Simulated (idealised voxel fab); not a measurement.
process module | voxel ribs on slabs
cross-section cut | 155 nm wide | cells 5 nm
A cross-section is a grid of square cells, given in bands from the top down. A band is one or more rows of cells.
Each band's line starts with the height of the band's top and of its bottom, in nm. Then come its materials from left to right, each with its width in nm. One material with "throughout" fills the band from edge to edge. "air" is empty space.
Height 0 is the level under which the wafer as received is all one material. The lowest band goes on downwards, as in "0 down".
A width such as "30 to 40" changes by the same amount from each row of cells to the next, from the band's top row to its bottom row.
"no change" after a step means that no cell of the cross-section changed.
closed voids: empty space of 8 cells or more with no open way to the top, each as width x height at its distance from the left edge, in nm
after a step's settings: what the simulator itself notes on the step
overlay nm, on a step with a mask: how far to the right of its planned place the mask lay; to the left if negative
plan
1 op RECEIVE | material Si
2 op DIRECTIONAL_DEP | material SiO2 | thk nm 20
3 op DIRECTIONAL_DEP | material SiN | thk nm 15
4 op DIRECTIONAL_DEP | material aC | thk nm 15
5 op PATTERN | tone cover | mask id RIB | material resist | width nm 30 | thk nm 35 | overlay nm 0
6 op DIRECTIONAL_ETCH | etch materials aC | depth nm 15
7 op STRIP | etch materials resist
8 op DIRECTIONAL_ETCH | etch materials SiN | depth nm 10
9 op STRIP | etch materials aC
10 op MASKED_ETCH | tone cover | mask id SLAB | width nm 90 | etch materials SiN | depth nm 5 | overlay nm 0
11 op FILL_DEP | material SiO2 | thk nm 15
12 op CMP | height nm 45
13 op DIRECTIONAL_DEP | material W | thk nm 5
14 op MASKED_ETCH | tone cover | mask id HEATER | width nm 40 | etch materials W | depth nm 5 | overlay nm -15
15 op CONFORMAL_DEP | material SiN | thk nm 10
varied across the wafers: overlay nm of step 14. The plan shows the first wafer's value. All wafers start alike
first wafer as received, after step 1
  0 down: Si throughout
  closed voids: none
each wafer at the end: cells of each material gained (+) or lost (-) since it was received, then its closed voids
overlay nm -15 | +96 SiN | +249 SiO2 | +8 W | closed voids: none
overlay nm -10 | +96 SiN | +249 SiO2 | +8 W | closed voids: none
overlay nm -5 | +96 SiN | +249 SiO2 | +8 W | closed voids: none
overlay nm 0 | +96 SiN | +249 SiO2 | +8 W | closed voids: none
overlay nm 5 | +96 SiN | +249 SiO2 | +8 W | closed voids: none
overlay nm 10 | +96 SiN | +249 SiO2 | +8 W | closed voids: none
overlay nm 15 | +96 SiN | +249 SiO2 | +8 W | closed voids: none
